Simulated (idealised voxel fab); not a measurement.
process module | voxel transistor to metal
cross-section cut | 175 nm wide | cells 5 nm
A cross-section is a grid of square cells, given in bands from the top down. A band is one or more rows of cells.
Each band's line starts with the height of the band's top and of its bottom, in nm. Then come its materials from left to right, each with its width in nm. One material with "throughout" fills the band from edge to edge. "air" is empty space.
Height 0 is the level under which the wafer as received is all one material. The lowest band goes on downwards, as in "0 down".
A width such as "30 to 40" changes by the same amount from each row of cells to the next, from the band's top row to its bottom row.
"no change" after a step means that no cell of the cross-section changed.
closed voids: empty space of 8 cells or more with no open way to the top, each as width x height at its distance from the left edge, in nm
after a step's settings: what the simulator itself notes on the step
overlay nm, on a step with a mask: how far to the right of its planned place the mask lay; to the left if negative
plan
1 op RECEIVE | material Si
2 op OXIDIZE | depth nm 5
3 op CONFORMAL_DEP | material SiN | thk nm 15
4 op MASKED_ETCH | tone cover | mask id ACTIVE | width nm 135 | etch materials SiN | depth nm 15 | overlay nm 0
5 op MASKED_ETCH | tone cover | mask id ACTIVE | width nm 135 | etch materials SiO2 | depth nm 5 | overlay nm 0
6 op MASKED_ETCH | tone cover | mask id ACTIVE | width nm 135 | etch materials Si | depth nm 30 | overlay nm 0
7 op FILL_DEP | material SiO2 | thk nm 10
8 op CMP | height nm 15
9 op SELECTIVE_ETCH | etch materials SiO2 | depth nm 5
10 op STRIP | etch materials SiN
11 op SELECTIVE_ETCH | etch materials SiO2 | depth nm 5
12 op OXIDIZE | depth nm 5
13 op DIRECTIONAL_DEP | material polySi | thk nm 25
14 op DIRECTIONAL_DEP | material SiCN | thk nm 15
15 op PATTERN | tone cover | mask id GATE | material resist | width nm 35 | thk nm 20 | overlay nm 0
16 op DIRECTIONAL_ETCH | etch materials SiCN | depth nm 25
17 op DIRECTIONAL_ETCH | etch materials polySi | depth nm 35
18 op STRIP | etch materials resist
19 op CONFORMAL_DEP | material SiO2 | thk nm 5
20 op DIRECTIONAL_ETCH | etch materials SiO2 | depth nm 5
21 op CONFORMAL_DEP | material SiN | thk nm 5
22 op DIRECTIONAL_ETCH | etch materials SiN | depth nm 5
23 op DIRECTIONAL_ETCH | etch materials SiO2 | depth nm 5
24 op DIRECTIONAL_ETCH | etch materials Si | depth nm 5
25 op EPI | material SiGe | thk nm 10
26 op FILL_DEP | material SiO2 | thk nm 10
27 op CMP | height nm 20
28 op STRIP | etch materials polySi
29 op SELECTIVE_ETCH | etch materials SiO2 | depth nm 5
30 op CONFORMAL_DEP | material HfO2 | thk nm 5
31 op CONFORMAL_DEP | material TiN | thk nm 5
32 op FILL_DEP | material W | thk nm 5
33 op CMP | height nm 15
34 op DIRECTIONAL_DEP | material SiO2 | thk nm 10
35 op MASKED_ETCH | tone open | mask id CONTACT | width nm 20 | pitch nm 95 | etch materials SiO2 | depth nm 30 | overlay nm 0
36 op CONFORMAL_DEP | material TiN | thk nm 5
37 op FILL_DEP | material Ru | thk nm 10
38 op CMP | height nm 25
39 op DIRECTIONAL_DEP | material TiN | thk nm 5
40 op DIRECTIONAL_DEP | material Ru | thk nm 20
41 op DIRECTIONAL_DEP | material aC | thk nm 10
42 op PATTERN | tone cover | mask id METAL_1 | material resist | width nm 20 | pitch nm 95 | thk nm 30 | overlay nm 0
43 op DIRECTIONAL_ETCH | etch materials aC | depth nm 10
44 op STRIP | etch materials resist
45 op DIRECTIONAL_ETCH | etch materials Ru | depth nm 20
46 op DIRECTIONAL_ETCH | etch materials TiN | depth nm 5
47 op STRIP | etch materials aC
48 op FILL_DEP | material SiO2 | thk nm 5
49 op CMP | height nm 50
50 op CONFORMAL_DEP | material SiCN | thk nm 5
51 op DIRECTIONAL_DEP | material lowk | thk nm 30
52 op MASKED_ETCH | tone open | mask id METAL_2 | width nm 20 | pitch nm 95 | etch materials lowk | depth nm 20 | overlay nm 0
53 op PATTERN | tone open | mask id METAL_2_HOLES | material resist | width nm 15 | pitch nm 95 | thk nm 15 | overlay nm 0
54 op DIRECTIONAL_ETCH | etch materials lowk | depth nm 10
55 op DIRECTIONAL_ETCH | etch materials SiCN | depth nm 5
56 op STRIP | etch materials resist
57 op CONFORMAL_DEP | material TiN | thk nm 5
58 op FILL_DEP | material Cu | thk nm 5
59 op CMP | height nm 85
60 op CONFORMAL_DEP | material SiN | thk nm 5
first wafer, as planned
as received, after step 1
  0 down: Si throughout
  closed voids: none
after step 2
  0 to -5: SiO2 throughout
  below -5: unchanged
after step 3
  15 to 0: SiN throughout
  below 0: unchanged
after step 4
  15 to 0: air 20 | SiN 135 | air 20
  below 0: unchanged
after step 5
  15 to 0: air 20 | SiN 135 | air 20
  0 to -5: air 20 | SiO2 135 | air 20
  below -5: unchanged
after step 6
  15 to 0: air 20 | SiN 135 | air 20
  0 to -5: air 20 | SiO2 135 | air 20
  -5 to -35: air 20 | Si 135 | air 20
  below -35: unchanged
after step 7
  25 to 15: SiO2 throughout
  15 to 0: SiO2 20 | SiN 135 | SiO2 20
  0 to -5: SiO2 throughout
  -5 to -35: SiO2 20 | Si 135 | SiO2 20
  below -35: unchanged
after step 8
  15 to 0: SiO2 20 | SiN 135 | SiO2 20
  below 0: unchanged
after step 9
  15 to 10: air 20 | SiN 135 | air 20
  below 10: unchanged
after step 10
  10 to 0: SiO2 20 | air 135 | SiO2 20
  below 0: unchanged
after step 11
  5 to -5: SiO2 15 | air 145 | SiO2 15
  below -5: unchanged
after step 12
  5 to -5: SiO2 15 | air 145 | SiO2 15
  -5 to -10: SiO2 throughout
  below -10: unchanged
after step 13
  30 to 20: polySi 15 | air 145 | polySi 15
  20 to 5: polySi throughout
  5 to -5: SiO2 15 | polySi 145 | SiO2 15
  below -5: unchanged
after step 14
  45 to 35: SiCN 15 | air 145 | SiCN 15
  35 to 30: SiCN throughout
  30 to 20: polySi 15 | SiCN 145 | polySi 15
  below 20: unchanged
after step 15
  65 to 45: air 70 | resist 35 | air 70
  45 to 35: SiCN 15 | air 55 | resist 35 | air 55 | SiCN 15
  below 35: unchanged
after step 16
  65 to 35: air 70 | resist 35 | air 70
  35 to 30: air 70 | SiCN 35 | air 70
  30 to 20: polySi 15 | air 55 | SiCN 35 | air 55 | polySi 15
  below 20: unchanged
after step 17
  65 to 35: air 70 | resist 35 | air 70
  35 to 20: air 70 | SiCN 35 | air 70
  20 to 5: air 70 | polySi 35 | air 70
  5 to -5: SiO2 15 | air 55 | polySi 35 | air 55 | SiO2 15
  below -5: unchanged
after step 18
  35 to 20: air 70 | SiCN 35 | air 70
  below 20: unchanged
after step 19
  40 to 35: air 65 | SiO2 45 | air 65
  35 to 20: air 65 | SiO2 5 | SiCN 35 | SiO2 5 | air 65
  20 to 10: air 65 | SiO2 5 | polySi 35 | SiO2 5 | air 65
  10 to 0: SiO2 20 | air 45 | SiO2 5 | polySi 35 | SiO2 5 | air 45 | SiO2 20
  0 to -5: SiO2 70 | polySi 35 | SiO2 70
  below -5: unchanged
after step 20
  35 to 20: air 65 | SiO2 5 | SiCN 35 | SiO2 5 | air 65
  20 to 5: air 65 | SiO2 5 | polySi 35 | SiO2 5 | air 65
  5 to -5: SiO2 20 | air 45 | SiO2 5 | polySi 35 | SiO2 5 | air 45 | SiO2 20
  below -5: unchanged
after step 21
  40 to 35: air 60 | SiN 55 | air 60
  35 to 20: air 60 | SiN 5 | SiO2 5 | SiCN 35 | SiO2 5 | SiN 5 | air 60
  20 to 10: air 60 | SiN 5 | SiO2 5 | polySi 35 | SiO2 5 | SiN 5 | air 60
  10 to 5: SiN 25 | air 35 | SiN 5 | SiO2 5 | polySi 35 | SiO2 5 | SiN 5 | air 35 | SiN 25
  5 to 0: SiO2 20 | SiN 5 | air 35 | SiN 5 | SiO2 5 | polySi 35 | SiO2 5 | SiN 5 | air 35 | SiN 5 | SiO2 20
  0 to -5: SiO2 20 | SiN 45 | SiO2 5 | polySi 35 | SiO2 5 | SiN 45 | SiO2 20
  below -5: unchanged
after step 22
  35 to 20: air 60 | SiN 5 | SiO2 5 | SiCN 35 | SiO2 5 | SiN 5 | air 60
  20 to 5: air 60 | SiN 5 | SiO2 5 | polySi 35 | SiO2 5 | SiN 5 | air 60
  5 to -5: SiO2 20 | SiN 5 | air 35 | SiN 5 | SiO2 5 | polySi 35 | SiO2 5 | SiN 5 | air 35 | SiN 5 | SiO2 20
  below -5: unchanged
after step 23
  35 to 30: air 60 | SiN 5 | air 5 | SiCN 35 | air 5 | SiN 5 | air 60
  30 to 20: air 60 | SiN 5 | SiO2 5 | SiCN 35 | SiO2 5 | SiN 5 | air 60
  20 to 5: air 60 | SiN 5 | SiO2 5 | polySi 35 | SiO2 5 | SiN 5 | air 60
  5 to 0: air 20 | SiN 5 | air 35 | SiN 5 | SiO2 5 | polySi 35 | SiO2 5 | SiN 5 | air 35 | SiN 5 | air 20
  0 to -5: SiO2 20 | SiN 5 | air 35 | SiN 5 | SiO2 5 | polySi 35 | SiO2 5 | SiN 5 | air 35 | SiN 5 | SiO2 20
  -5 to -10: SiO2 25 | air 35 | SiO2 55 | air 35 | SiO2 25
  below -10: unchanged
after step 24
  35 to 30: air 60 | SiN 5 | air 5 | SiCN 35 | air 5 | SiN 5 | air 60
  30 to 20: air 60 | SiN 5 | SiO2 5 | SiCN 35 | SiO2 5 | SiN 5 | air 60
  20 to 5: air 60 | SiN 5 | SiO2 5 | polySi 35 | SiO2 5 | SiN 5 | air 60
  5 to 0: air 20 | SiN 5 | air 35 | SiN 5 | SiO2 5 | polySi 35 | SiO2 5 | SiN 5 | air 35 | SiN 5 | air 20
  0 to -5: SiO2 20 | SiN 5 | air 35 | SiN 5 | SiO2 5 | polySi 35 | SiO2 5 | SiN 5 | air 35 | SiN 5 | SiO2 20
  -5 to -10: SiO2 25 | air 35 | SiO2 55 | air 35 | SiO2 25
  -10 to -15: SiO2 20 | Si 5 | air 35 | Si 55 | air 35 | Si 5 | SiO2 20
  below -15: unchanged
after step 25
  35 to 30: air 60 | SiN 5 | air 5 | SiCN 35 | air 5 | SiN 5 | air 60
  30 to 20: air 60 | SiN 5 | SiO2 5 | SiCN 35 | SiO2 5 | SiN 5 | air 60
  20 to 5: air 60 | SiN 5 | SiO2 5 | polySi 35 | SiO2 5 | SiN 5 | air 60
  5 to 0: air 20 | SiN 5 | air 35 | SiN 5 | SiO2 5 | polySi 35 | SiO2 5 | SiN 5 | air 35 | SiN 5 | air 20
  0 to -5: SiO2 20 | SiN 5 | SiGe 10 | air 15 | SiGe 10 | SiN 5 | SiO2 5 | polySi 35 | SiO2 5 | SiN 5 | SiGe 10 | air 15 | SiGe 10 | SiN 5 | SiO2 20
  -5 to -10: SiO2 25 | SiGe 35 | SiO2 55 | SiGe 35 | SiO2 25
  -10 to -15: SiO2 20 | Si 5 | SiGe 35 | Si 55 | SiGe 35 | Si 5 | SiO2 20
  below -15: unchanged
after step 26
  45 to 35: SiO2 throughout
  35 to 20: SiO2 60 | SiN 5 | SiO2 5 | SiCN 35 | SiO2 5 | SiN 5 | SiO2 60
  20 to 5: SiO2 60 | SiN 5 | SiO2 5 | polySi 35 | SiO2 5 | SiN 5 | SiO2 60
  5 to 0: SiO2 20 | SiN 5 | SiO2 35 | SiN 5 | SiO2 5 | polySi 35 | SiO2 5 | SiN 5 | SiO2 35 | SiN 5 | SiO2 20
  0 to -5: SiO2 20 | SiN 5 | SiGe 10 | SiO2 15 | SiGe 10 | SiN 5 | SiO2 5 | polySi 35 | SiO2 5 | SiN 5 | SiGe 10 | SiO2 15 | SiGe 10 | SiN 5 | SiO2 20
  below -5: unchanged
after step 27
  20 to 5: SiO2 60 | SiN 5 | SiO2 5 | polySi 35 | SiO2 5 | SiN 5 | SiO2 60
  below 5: unchanged
after step 28
  20 to 5: SiO2 60 | SiN 5 | SiO2 5 | air 35 | SiO2 5 | SiN 5 | SiO2 60
  5 to 0: SiO2 20 | SiN 5 | SiO2 35 | SiN 5 | SiO2 5 | air 35 | SiO2 5 | SiN 5 | SiO2 35 | SiN 5 | SiO2 20
  0 to -5: SiO2 20 | SiN 5 | SiGe 10 | SiO2 15 | SiGe 10 | SiN 5 | SiO2 5 | air 35 | SiO2 5 | SiN 5 | SiGe 10 | SiO2 15 | SiGe 10 | SiN 5 | SiO2 20
  below -5: unchanged
after step 29
  20 to 15: air 60 | SiN 5 | air 45 | SiN 5 | air 60
  15 to 5: SiO2 60 | SiN 5 | air 45 | SiN 5 | SiO2 60
  5 to 0: SiO2 20 | SiN 5 | SiO2 35 | SiN 5 | air 45 | SiN 5 | SiO2 35 | SiN 5 | SiO2 20
  0 to -5: SiO2 20 | SiN 5 | SiGe 10 | SiO2 15 | SiGe 10 | SiN 5 | air 45 | SiN 5 | SiGe 10 | SiO2 15 | SiGe 10 | SiN 5 | SiO2 20
  -5 to -10: SiO2 25 | SiGe 35 | SiO2 5 | air 45 | SiO2 5 | SiGe 35 | SiO2 25
  below -10: unchanged
after step 30
  25 to 20: air 55 | HfO2 15 | air 35 | HfO2 15 | air 55
  20 to 15: HfO2 60 | SiN 5 | HfO2 5 | air 35 | HfO2 5 | SiN 5 | HfO2 60
  15 to 5: SiO2 60 | SiN 5 | HfO2 5 | air 35 | HfO2 5 | SiN 5 | SiO2 60
  5 to 0: SiO2 20 | SiN 5 | SiO2 35 | SiN 5 | HfO2 5 | air 35 | HfO2 5 | SiN 5 | SiO2 35 | SiN 5 | SiO2 20
  0 to -5: SiO2 20 | SiN 5 | SiGe 10 | SiO2 15 | SiGe 10 | SiN 5 | HfO2 5 | air 35 | HfO2 5 | SiN 5 | SiGe 10 | SiO2 15 | SiGe 10 | SiN 5 | SiO2 20
  -5 to -10: SiO2 25 | SiGe 35 | SiO2 5 | HfO2 45 | SiO2 5 | SiGe 35 | SiO2 25
  below -10: unchanged
after step 31
  30 to 25: air 50 | TiN 25 | air 25 | TiN 25 | air 50
  25 to 20: TiN 55 | HfO2 15 | TiN 5 | air 25 | TiN 5 | HfO2 15 | TiN 55
  20 to 15: HfO2 60 | SiN 5 | HfO2 5 | TiN 5 | air 25 | TiN 5 | HfO2 5 | SiN 5 | HfO2 60
  15 to 5: SiO2 60 | SiN 5 | HfO2 5 | TiN 5 | air 25 | TiN 5 | HfO2 5 | SiN 5 | SiO2 60
  5 to 0: SiO2 20 | SiN 5 | SiO2 35 | SiN 5 | HfO2 5 | TiN 5 | air 25 | TiN 5 | HfO2 5 | SiN 5 | SiO2 35 | SiN 5 | SiO2 20
  0 to -5: SiO2 20 | SiN 5 | SiGe 10 | SiO2 15 | SiGe 10 | SiN 5 | HfO2 5 | TiN 35 | HfO2 5 | SiN 5 | SiGe 10 | SiO2 15 | SiGe 10 | SiN 5 | SiO2 20
  below -5: unchanged
after step 32
  35 to 30: W throughout
  30 to 25: W 50 | TiN 25 | W 25 | TiN 25 | W 50
  25 to 20: TiN 55 | HfO2 15 | TiN 5 | W 25 | TiN 5 | HfO2 15 | TiN 55
  20 to 15: HfO2 60 | SiN 5 | HfO2 5 | TiN 5 | W 25 | TiN 5 | HfO2 5 | SiN 5 | HfO2 60
  15 to 5: SiO2 60 | SiN 5 | HfO2 5 | TiN 5 | W 25 | TiN 5 | HfO2 5 | SiN 5 | SiO2 60
  5 to 0: SiO2 20 | SiN 5 | SiO2 35 | SiN 5 | HfO2 5 | TiN 5 | W 25 | TiN 5 | HfO2 5 | SiN 5 | SiO2 35 | SiN 5 | SiO2 20
  below 0: unchanged
after step 33
  15 to 5: SiO2 60 | SiN 5 | HfO2 5 | TiN 5 | W 25 | TiN 5 | HfO2 5 | SiN 5 | SiO2 60
  below 5: unchanged
after step 34
  25 to 15: SiO2 throughout
  below 15: unchanged
after step 35
  25 to 15: SiO2 30 | air 20 | SiO2 75 | air 20 | SiO2 30
  15 to 5: SiO2 30 | air 20 | SiO2 10 | SiN 5 | HfO2 5 | TiN 5 | W 25 | TiN 5 | HfO2 5 | SiN 5 | SiO2 10 | air 20 | SiO2 30
  5 to 0: SiO2 20 | SiN 5 | SiO2 5 | air 20 | SiO2 10 | SiN 5 | HfO2 5 | TiN 5 | W 25 | TiN 5 | HfO2 5 | SiN 5 | SiO2 10 | air 20 | SiO2 5 | SiN 5 | SiO2 20
  0 to -5: SiO2 20 | SiN 5 | SiGe 10 | air 15 | SiGe 10 | SiN 5 | HfO2 5 | TiN 35 | HfO2 5 | SiN 5 | SiGe 10 | air 15 | SiGe 10 | SiN 5 | SiO2 20
  below -5: unchanged
after step 36
  30 to 25: TiN 35 | air 10 | TiN 85 | air 10 | TiN 35
  25 to 15: SiO2 30 | TiN 5 | air 10 | TiN 5 | SiO2 75 | TiN 5 | air 10 | TiN 5 | SiO2 30
  15 to 5: SiO2 30 | TiN 5 | air 10 | TiN 5 | SiO2 10 | SiN 5 | HfO2 5 | TiN 5 | W 25 | TiN 5 | HfO2 5 | SiN 5 | SiO2 10 | TiN 5 | air 10 | TiN 5 | SiO2 30
  5 to 0: SiO2 20 | SiN 5 | SiO2 5 | TiN 10 | air 5 | TiN 5 | SiO2 10 | SiN 5 | HfO2 5 | TiN 5 | W 25 | TiN 5 | HfO2 5 | SiN 5 | SiO2 10 | TiN 5 | air 5 | TiN 10 | SiO2 5 | SiN 5 | SiO2 20
  0 to -5: SiO2 20 | SiN 5 | SiGe 10 | TiN 15 | SiGe 10 | SiN 5 | HfO2 5 | TiN 35 | HfO2 5 | SiN 5 | SiGe 10 | TiN 15 | SiGe 10 | SiN 5 | SiO2 20
  below -5: unchanged
after step 37
  40 to 30: Ru throughout
  30 to 25: TiN 35 | Ru 10 | TiN 85 | Ru 10 | TiN 35
  25 to 15: SiO2 30 | TiN 5 | Ru 10 | TiN 5 | SiO2 75 | TiN 5 | Ru 10 | TiN 5 | SiO2 30
  15 to 5: SiO2 30 | TiN 5 | Ru 10 | TiN 5 | SiO2 10 | SiN 5 | HfO2 5 | TiN 5 | W 25 | TiN 5 | HfO2 5 | SiN 5 | SiO2 10 | TiN 5 | Ru 10 | TiN 5 | SiO2 30
  5 to 0: SiO2 20 | SiN 5 | SiO2 5 | TiN 10 | Ru 5 | TiN 5 | SiO2 10 | SiN 5 | HfO2 5 | TiN 5 | W 25 | TiN 5 | HfO2 5 | SiN 5 | SiO2 10 | TiN 5 | Ru 5 | TiN 10 | SiO2 5 | SiN 5 | SiO2 20
  below 0: unchanged
after step 38
  25 to 15: SiO2 30 | TiN 5 | Ru 10 | TiN 5 | SiO2 75 | TiN 5 | Ru 10 | TiN 5 | SiO2 30
  below 15: unchanged
after step 39
  30 to 25: TiN throughout
  below 25: unchanged
after step 40
  50 to 30: Ru throughout
  below 30: unchanged
after step 41
  60 to 50: aC throughout
  below 50: unchanged
after step 42
  90 to 60: air 30 | resist 20 | air 75 | resist 20 | air 30
  below 60: unchanged
after step 43
  80 to 60: air 30 | resist 20 | air 75 | resist 20 | air 30
  60 to 50: air 30 | aC 20 | air 75 | aC 20 | air 30
  below 50: unchanged
after step 44
  60 to 50: air 30 | aC 20 | air 75 | aC 20 | air 30
  below 50: unchanged
after step 45
  60 to 50: air 30 | aC 20 | air 75 | aC 20 | air 30
  50 to 30: air 30 | Ru 20 | air 75 | Ru 20 | air 30
  below 30: unchanged
after step 46
  60 to 50: air 30 | aC 20 | air 75 | aC 20 | air 30
  50 to 30: air 30 | Ru 20 | air 75 | Ru 20 | air 30
  30 to 25: air 30 | TiN 20 | air 75 | TiN 20 | air 30
  below 25: unchanged
after step 47
  50 to 30: air 30 | Ru 20 | air 75 | Ru 20 | air 30
  below 30: unchanged
after step 48
  55 to 50: SiO2 throughout
  50 to 30: SiO2 30 | Ru 20 | SiO2 75 | Ru 20 | SiO2 30
  30 to 25: SiO2 30 | TiN 20 | SiO2 75 | TiN 20 | SiO2 30
  below 25: unchanged
after step 49
  50 to 30: SiO2 30 | Ru 20 | SiO2 75 | Ru 20 | SiO2 30
  below 30: unchanged
after step 50
  55 to 50: SiCN throughout
  below 50: unchanged
after step 51
  85 to 55: lowk throughout
  below 55: unchanged
after step 52
  85 to 65: lowk 30 | air 20 | lowk 75 | air 20 | lowk 30
  below 65: unchanged
after step 53
  100 to 85: resist 30 | air 15 | resist 80 | air 15 | resist 35
  85 to 65: lowk 30 | air 15 | resist 5 | lowk 75 | air 15 | resist 5 | lowk 30
  below 65: unchanged
after step 54
  100 to 85: resist 30 | air 15 | resist 80 | air 15 | resist 35
  85 to 65: lowk 30 | air 15 | resist 5 | lowk 75 | air 15 | resist 5 | lowk 30
  65 to 55: lowk 30 | air 15 | lowk 80 | air 15 | lowk 35
  below 55: unchanged
after step 55
  100 to 85: resist 30 | air 15 | resist 80 | air 15 | resist 35
  85 to 65: lowk 30 | air 15 | resist 5 | lowk 75 | air 15 | resist 5 | lowk 30
  65 to 55: lowk 30 | air 15 | lowk 80 | air 15 | lowk 35
  55 to 50: SiCN 30 | air 15 | SiCN 80 | air 15 | SiCN 35
  below 50: unchanged
after step 56
  85 to 65: lowk 30 | air 20 | lowk 75 | air 20 | lowk 30
  below 65: unchanged
after step 57
  90 to 85: TiN 35 | air 10 | TiN 85 | air 10 | TiN 35
  85 to 70: lowk 30 | TiN 5 | air 10 | TiN 5 | lowk 75 | TiN 5 | air 10 | TiN 5 | lowk 30
  70 to 65: lowk 30 | TiN 5 | air 5 | TiN 10 | lowk 75 | TiN 5 | air 5 | TiN 10 | lowk 30
  65 to 55: lowk 30 | TiN 5 | air 5 | TiN 5 | lowk 80 | TiN 5 | air 5 | TiN 5 | lowk 35
  55 to 50: SiCN 30 | TiN 15 | SiCN 80 | TiN 15 | SiCN 35
  below 50: unchanged
after step 58
  95 to 90: Cu throughout
  90 to 85: TiN 35 | Cu 10 | TiN 85 | Cu 10 | TiN 35
  85 to 70: lowk 30 | TiN 5 | Cu 10 | TiN 5 | lowk 75 | TiN 5 | Cu 10 | TiN 5 | lowk 30
  70 to 65: lowk 30 | TiN 5 | Cu 5 | TiN 10 | lowk 75 | TiN 5 | Cu 5 | TiN 10 | lowk 30
  65 to 55: lowk 30 | TiN 5 | Cu 5 | TiN 5 | lowk 80 | TiN 5 | Cu 5 | TiN 5 | lowk 35
  below 55: unchanged
after step 59
  85 to 70: lowk 30 | TiN 5 | Cu 10 | TiN 5 | lowk 75 | TiN 5 | Cu 10 | TiN 5 | lowk 30
  below 70: unchanged
after step 60
  90 to 85: SiN throughout
  below 85: unchanged
second wafer: like start, like plan, one mistake. Through step 41 it matches the first wafer
when step 42 should have ended
  90 to 60: resist 30 | air 20 | resist 75 | air 20 | resist 30
  below 60: unchanged
when step 43 should have ended
  80 to 60: resist 30 | air 20 | resist 75 | air 20 | resist 30
  60 to 50: aC 30 | air 20 | aC 75 | air 20 | aC 30
  below 50: unchanged
when step 44 should have ended
  60 to 50: aC 30 | air 20 | aC 75 | air 20 | aC 30
  below 50: unchanged
when step 45 should have ended
  60 to 50: aC 30 | air 20 | aC 75 | air 20 | aC 30
  50 to 30: Ru 30 | air 20 | Ru 75 | air 20 | Ru 30
  below 30: unchanged
when step 46 should have ended
  60 to 50: aC 30 | air 20 | aC 75 | air 20 | aC 30
  50 to 30: Ru 30 | air 20 | Ru 75 | air 20 | Ru 30
  30 to 25: TiN 30 | air 20 | TiN 75 | air 20 | TiN 30
  below 25: unchanged
when step 47 should have ended
  50 to 30: Ru 30 | air 20 | Ru 75 | air 20 | Ru 30
  below 30: unchanged
when step 48 should have ended
  55 to 50: SiO2 throughout
  50 to 30: Ru 30 | SiO2 20 | Ru 75 | SiO2 20 | Ru 30
  30 to 25: TiN 30 | SiO2 20 | TiN 75 | SiO2 20 | TiN 30
  below 25: unchanged
when step 49 should have ended
  50 to 30: Ru 30 | SiO2 20 | Ru 75 | SiO2 20 | Ru 30
  below 30: unchanged
when step 50 should have ended
  55 to 50: SiCN throughout
  below 50: unchanged
when step 51 should have ended
  85 to 55: lowk throughout
  below 55: unchanged
when step 52 should have ended
  85 to 65: lowk 30 | air 20 | lowk 75 | air 20 | lowk 30
  below 65: unchanged
when step 53 should have ended
  100 to 85: resist 30 | air 15 | resist 80 | air 15 | resist 35
  85 to 65: lowk 30 | air 15 | resist 5 | lowk 75 | air 15 | resist 5 | lowk 30
  below 65: unchanged
when step 54 should have ended
  100 to 85: resist 30 | air 15 | resist 80 | air 15 | resist 35
  85 to 65: lowk 30 | air 15 | resist 5 | lowk 75 | air 15 | resist 5 | lowk 30
  65 to 55: lowk 30 | air 15 | lowk 80 | air 15 | lowk 35
  below 55: unchanged
when step 55 should have ended
  100 to 85: resist 30 | air 15 | resist 80 | air 15 | resist 35
  85 to 65: lowk 30 | air 15 | resist 5 | lowk 75 | air 15 | resist 5 | lowk 30
  65 to 55: lowk 30 | air 15 | lowk 80 | air 15 | lowk 35
  55 to 50: SiCN 30 | air 15 | SiCN 80 | air 15 | SiCN 35
  below 50: unchanged
when step 56 should have ended
  85 to 65: lowk 30 | air 20 | lowk 75 | air 20 | lowk 30
  below 65: unchanged
when step 57 should have ended
  90 to 85: TiN 35 | air 10 | TiN 85 | air 10 | TiN 35
  85 to 70: lowk 30 | TiN 5 | air 10 | TiN 5 | lowk 75 | TiN 5 | air 10 | TiN 5 | lowk 30
  70 to 65: lowk 30 | TiN 5 | air 5 | TiN 10 | lowk 75 | TiN 5 | air 5 | TiN 10 | lowk 30
  65 to 55: lowk 30 | TiN 5 | air 5 | TiN 5 | lowk 80 | TiN 5 | air 5 | TiN 5 | lowk 35
  55 to 50: SiCN 30 | TiN 15 | SiCN 80 | TiN 15 | SiCN 35
  below 50: unchanged
when step 58 should have ended
  95 to 90: Cu throughout
  90 to 85: TiN 35 | Cu 10 | TiN 85 | Cu 10 | TiN 35
  85 to 70: lowk 30 | TiN 5 | Cu 10 | TiN 5 | lowk 75 | TiN 5 | Cu 10 | TiN 5 | lowk 30
  70 to 65: lowk 30 | TiN 5 | Cu 5 | TiN 10 | lowk 75 | TiN 5 | Cu 5 | TiN 10 | lowk 30
  65 to 55: lowk 30 | TiN 5 | Cu 5 | TiN 5 | lowk 80 | TiN 5 | Cu 5 | TiN 5 | lowk 35
  below 55: unchanged
when step 59 should have ended
  85 to 70: lowk 30 | TiN 5 | Cu 10 | TiN 5 | lowk 75 | TiN 5 | Cu 10 | TiN 5 | lowk 30
  below 70: unchanged
when step 60 should have ended
  90 to 85: SiN throughout
  below 85: unchanged
what went wrong: step 42 ran as: op PATTERN | tone open | mask id METAL_1 | material resist | width nm 20 | pitch nm 95 | thk nm 30 | overlay nm 0
at the end the second wafer has, in cells: 76 more of Ru | 95 fewer of SiO2 | 19 more of TiN
